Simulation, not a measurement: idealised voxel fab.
Process module name: voxel ribs on slabs
Square cells of 5 nm make up the cross-section cut, whose width is 255 nm.
Notation: cross-section as square-cell grid; stated in bands, top first, going down; one or more cell rows per band.
Top, bottom (nm), then materials left to right with widths (nm); lone material tagged "full width" fills the whole band edge to edge; "air" = empty space.
The level at which height equals 0 is the one under which the wafer, as it arrives, is entirely one material. No lower edge exists for the bottom band, which continues downward and is notated as in "0 -> down".
Top row gets the first number, bottom row gets the second, and each row in between changes by the same step: that is how a band width like "30 to 40" works.
What does "remained the same" mean for a step? It means no cell of the cross-section changed in that step.
In "Cavities, sealed" the enclosed voids are listed, meaning empty spaces of 8 cells or larger without any opening to the top. The form is width x height at distance, distance from the left edge, units nm.
Where a step's line continues beyond its settings, the continuation is a remark by the simulator itself on that step.
"overlay nm", when on a step's line for a step with a mask, measures how far to the right of its planned place the mask lay; a negative measure means to the left.

The following list gives the planned process steps:
1,RECEIVE: material Si
2,DIRECTIONAL_DEP: material SiO2, thk nm 20
3,DIRECTIONAL_DEP: material polySi, thk nm 15
4,MASKED_ETCH: tone cover, mask id RIB, width nm 20, etch materials polySi, depth nm 5, overlay nm 0
5,DIRECTIONAL_DEP: material aC, thk nm 15
6,PATTERN: tone cover, mask id SLAB, material resist, width nm 70, thk nm 30, overlay nm 0
7,DIRECTIONAL_ETCH: etch materials aC, depth nm 15
8,STRIP: etch materials resist
9,DIRECTIONAL_ETCH: etch materials polySi, depth nm 10
10,STRIP: etch materials aC
11,FILL_DEP: material SiO2, thk nm 20
12,CMP: height nm 45
13,DIRECTIONAL_DEP: material W, thk nm 5
14,MASKED_ETCH: tone cover, mask id HEATER, width nm 30, etch materials W, depth nm 5, overlay nm 0
15,CONFORMAL_DEP: material SiN, thk nm 5

First of two wafers: run as planned:

as received, after step 1:
	0 -> down  Si full width
	Cavities, sealed: none

Cross-section: wafer state after step 2:
	20 -> 0  SiO2 full width
	Anything lower than 0 is untouched.

Cross-section: wafer state after step 3:
	35 -> 20  polySi full width
	Anything lower than 20 is untouched.

Cross-section: wafer state after step 4:
	35 -> 30  air=115  polySi=20  air=120
	Anything lower than 30 is untouched.

Cross-section: wafer state after step 5:
	50 -> 45  air=115  aC=20  air=120
	45 -> 35  aC full width
	35 -> 30  aC=115  polySi=20  aC=120
	Anything lower than 30 is untouched.

Cross-section: wafer state after step 6:
	80 -> 50  air=90  resist=70  air=95
	50 -> 45  air=90  resist=25  aC=20  resist=25  air=95
	Anything lower than 45 is untouched.

Cross-section: wafer state after step 7:
	65 -> 50  air=90  resist=70  air=95
	50 -> 45  air=90  resist=25  aC=20  resist=25  air=95
	45 -> 35  air=90  aC=70  air=95
	35 -> 30  air=90  aC=25  polySi=20  aC=25  air=95
	Anything lower than 30 is untouched.

Cross-section: wafer state after step 8:
	50 -> 45  air=115  aC=20  air=120
	Anything lower than 45 is untouched.

Cross-section: wafer state after step 9:
	50 -> 45  air=115  aC=20  air=120
	45 -> 35  air=90  aC=70  air=95
	35 -> 30  air=90  aC=25  polySi=20  aC=25  air=95
	30 -> 20  air=90  polySi=70  air=95
	Anything lower than 20 is untouched.

Cross-section: wafer state after step 10:
	35 -> 30  air=115  polySi=20  air=120
	Anything lower than 30 is untouched.

Cross-section: wafer state after step 11:
	55 -> 35  SiO2 full width
	35 -> 30  SiO2=115  polySi=20  SiO2=120
	30 -> 20  SiO2=90  polySi=70  SiO2=95
	Anything lower than 20 is untouched.

Cross-section: wafer state after step 12:
	45 -> 35  SiO2 full width
	Anything lower than 35 is untouched.

Cross-section: wafer state after step 13:
	50 -> 45  W full width
	Anything lower than 45 is untouched.

Cross-section: wafer state after step 14:
	50 -> 45  air=110  W=30  air=115
	Anything lower than 45 is untouched.

Cross-section: wafer state after step 15:
	55 -> 50  air=105  SiN=40  air=110
	50 -> 45  SiN=110  W=30  SiN=115
	Anything lower than 45 is untouched.

Wafer two: like wafer one in start and plan, but with one mistake in execution; identical up to and including step 3:

X-section, second wafer, when step 4 was due to finish:
	35 -> 30  air=120  polySi=20  air=115
	Anything lower than 30 is untouched.

X-section, second wafer, when step 5 was due to finish:
	50 -> 45  air=120  aC=20  air=115
	45 -> 35  aC full width
	35 -> 30  aC=120  polySi=20  aC=115
	Anything lower than 30 is untouched.

X-section, second wafer, when step 6 was due to finish:
	80 -> 50  air=90  resist=70  air=95
	50 -> 45  air=90  resist=30  aC=20  resist=20  air=95
	Anything lower than 45 is untouched.

X-section, second wafer, when step 7 was due to finish:
	65 -> 50  air=90  resist=70  air=95
	50 -> 45  air=90  resist=30  aC=20  resist=20  air=95
	45 -> 35  air=90  aC=70  air=95
	35 -> 30  air=90  aC=30  polySi=20  aC=20  air=95
	Anything lower than 30 is untouched.

X-section, second wafer, when step 8 was due to finish:
	50 -> 45  air=120  aC=20  air=115
	Anything lower than 45 is untouched.

X-section, second wafer, when step 9 was due to finish:
	50 -> 45  air=120  aC=20  air=115
	45 -> 35  air=90  aC=70  air=95
	35 -> 30  air=90  aC=30  polySi=20  aC=20  air=95
	30 -> 20  air=90  polySi=70  air=95
	Anything lower than 20 is untouched.

X-section, second wafer, when step 10 was due to finish:
	35 -> 30  air=120  polySi=20  air=115
	Anything lower than 30 is untouched.

X-section, second wafer, when step 11 was due to finish:
	55 -> 35  SiO2 full width
	35 -> 30  SiO2=120  polySi=20  SiO2=115
	30 -> 20  SiO2=90  polySi=70  SiO2=95
	Anything lower than 20 is untouched.

X-section, second wafer, when step 12 was due to finish:
	45 -> 35  SiO2 full width
	Anything lower than 35 is untouched.

X-section, second wafer, when step 13 was due to finish:
	50 -> 45  W full width
	Anything lower than 45 is untouched.

X-section, second wafer, when step 14 was due to finish:
	50 -> 45  air=110  W=30  air=115
	Anything lower than 45 is untouched.

X-section, second wafer, when step 15 was due to finish:
	55 -> 50  air=105  SiN=40  air=110
	50 -> 45  SiN=110  W=30  SiN=115
	Anything lower than 45 is untouched.
The mistake made against the process plan was this: step 4 ran with different settings than intended, the actual operation and settings being MASKED_ETCH: tone cover, mask id RIB, width nm 20, etch materials polySi, depth nm 5, overlay nm 5
Cell counts per material: same on both final wafers. Positions: different.
